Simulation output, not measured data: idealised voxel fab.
process module | voxel tone inversion
Cross-section cut spans 200 nm and uses square cells 5 nm in size.
In this document a cross-section is written as a grid of square cells. It is given as a series of bands, listed from the top down, and a band is one or more rows of cells. Look at the band entry: it leads with the top's height and the bottom's height in nm. Then it lists the materials left to right, with a width in nm for each. The word "all across" on a single material says that material fills the band edge to edge. The word "empty" is empty space. Heights are measured from 0, the level below which the as-received wafer is all one material; the lowest band has no bottom and continues downward, written as in "top 0, no bottom". With a width like "30 to 40", each row of cells in the band differs from the next by the same amount, the top row carrying the first number and the bottom row the second. "remained unchanged", as given for a step, is the statement that not any cell of the cross-section underwent a change during that step. "Tabulated closed voids" means: voids of 8 cells or more that are shut off from the top with no open way through. Written width x height at distance, distance from the left edge, in nm. Heads up: the bit after the settings on a step's line is the simulator's remark on that step. What "overlay nm" on a step's line means: if the step has a mask, that mask lay this far to the right of its planned place, or, when the value is negative, to the left.
Below is the list of planned process steps:
- 1: RECEIVE: material Si
- 2: CONFORMAL_DEP: material SiCN, thk nm 10
- 3: DIRECTIONAL_DEP: material polySi, thk nm 15
- 4: PATTERN: tone cover, mask id POSTS, material resist, width nm 25, pitch nm 55, thk nm 25, overlay nm 0
- 5: DIRECTIONAL_ETCH: etch materials polySi, depth nm 15
- 6: STRIP: etch materials resist
- 7: FILL_DEP: material lowk, thk nm 5
- 8: CMP: height nm 25
- 9: STRIP: etch materials polySi
- 10: CONFORMAL_DEP: material TiN, thk nm 5
- 11: FILL_DEP: material Ru, thk nm 10
- 12: CMP: height nm 25
- 13: CONFORMAL_DEP: material SiN, thk nm 5
Concerning the first of two wafers, which was run in accordance with the plan:
Wafer at receipt (post step 1), cross-section:
top 0, no bottom  Si all across
Tabulated closed voids: none
Step 2 done - wafer cross-section:
top 10, bottom 0  SiCN all across
Below 0, no change.
Step 3 done - wafer cross-section:
top 25, bottom 10  polySi all across
Below 10, no change.
Step 4 done - wafer cross-section:
top 50, bottom 25  30 nm empty, 25 nm resist, 30 nm empty, 25 nm resist, 30 nm empty, 25 nm resist, 35 nm empty
Below 25, no change.
Step 5 done - wafer cross-section:
top 50, bottom 25  30 nm empty, 25 nm resist, 30 nm empty, 25 nm resist, 30 nm empty, 25 nm resist, 35 nm empty
top 25, bottom 10  30 nm empty, 25 nm polySi, 30 nm empty, 25 nm polySi, 30 nm empty, 25 nm polySi, 35 nm empty
Below 10, no change.
Step 6 done - wafer cross-section:
top 25, bottom 10  30 nm empty, 25 nm polySi, 30 nm empty, 25 nm polySi, 30 nm empty, 25 nm polySi, 35 nm empty
Below 10, no change.
Step 7 done - wafer cross-section:
top 30, bottom 25  lowk all across
top 25, bottom 10  30 nm lowk, 25 nm polySi, 30 nm lowk, 25 nm polySi, 30 nm lowk, 25 nm polySi, 35 nm lowk
Below 10, no change.
Step 8 done - wafer cross-section:
top 25, bottom 10  30 nm lowk, 25 nm polySi, 30 nm lowk, 25 nm polySi, 30 nm lowk, 25 nm polySi, 35 nm lowk
Below 10, no change.
Step 9 done - wafer cross-section:
top 25, bottom 10  30 nm lowk, 25 nm empty, 30 nm lowk, 25 nm empty, 30 nm lowk, 25 nm empty, 35 nm lowk
Below 10, no change.
Step 10 done - wafer cross-section:
top 30, bottom 25  35 nm TiN, 15 nm empty, 40 nm TiN, 15 nm empty, 40 nm TiN, 15 nm empty, 40 nm TiN
top 25, bottom 15  30 nm lowk, 5 nm TiN, 15 nm empty, 5 nm TiN, 30 nm lowk, 5 nm TiN, 15 nm empty, 5 nm TiN, 30 nm lowk, 5 nm TiN, 15 nm empty, 5 nm TiN, 35 nm lowk
top 15, bottom 10  30 nm lowk, 25 nm TiN, 30 nm lowk, 25 nm TiN, 30 nm lowk, 25 nm TiN, 35 nm lowk
Below 10, no change.
Step 11 done - wafer cross-section:
top 40, bottom 30  Ru all across
top 30, bottom 25  35 nm TiN, 15 nm Ru, 40 nm TiN, 15 nm Ru, 40 nm TiN, 15 nm Ru, 40 nm TiN
top 25, bottom 15  30 nm lowk, 5 nm TiN, 15 nm Ru, 5 nm TiN, 30 nm lowk, 5 nm TiN, 15 nm Ru, 5 nm TiN, 30 nm lowk, 5 nm TiN, 15 nm Ru, 5 nm TiN, 35 nm lowk
Below 15, no change.
Step 12 done - wafer cross-section:
top 25, bottom 15  30 nm lowk, 5 nm TiN, 15 nm Ru, 5 nm TiN, 30 nm lowk, 5 nm TiN, 15 nm Ru, 5 nm TiN, 30 nm lowk, 5 nm TiN, 15 nm Ru, 5 nm TiN, 35 nm lowk
Below 15, no change.
Step 13 done - wafer cross-section:
top 30, bottom 25  SiN all across
Below 25, no change.
What follows concerns the second wafer, which started out like the first and was meant to follow the very same plan; one mistake crept in when it was run, but everything up to and including step 11 is the same as for the first wafer:
Second wafer: cross-section at the scheduled end of step 12: remained unchanged
Second wafer: cross-section at the scheduled end of step 13:
top 45, bottom 40  SiN all across
Below 40, no change.
What was the processing mistake? step 12 of the plan was bypassed and not carried out
Final wafer comparison in cells, second versus first, more or fewer per material: Ru +89; TiN +31
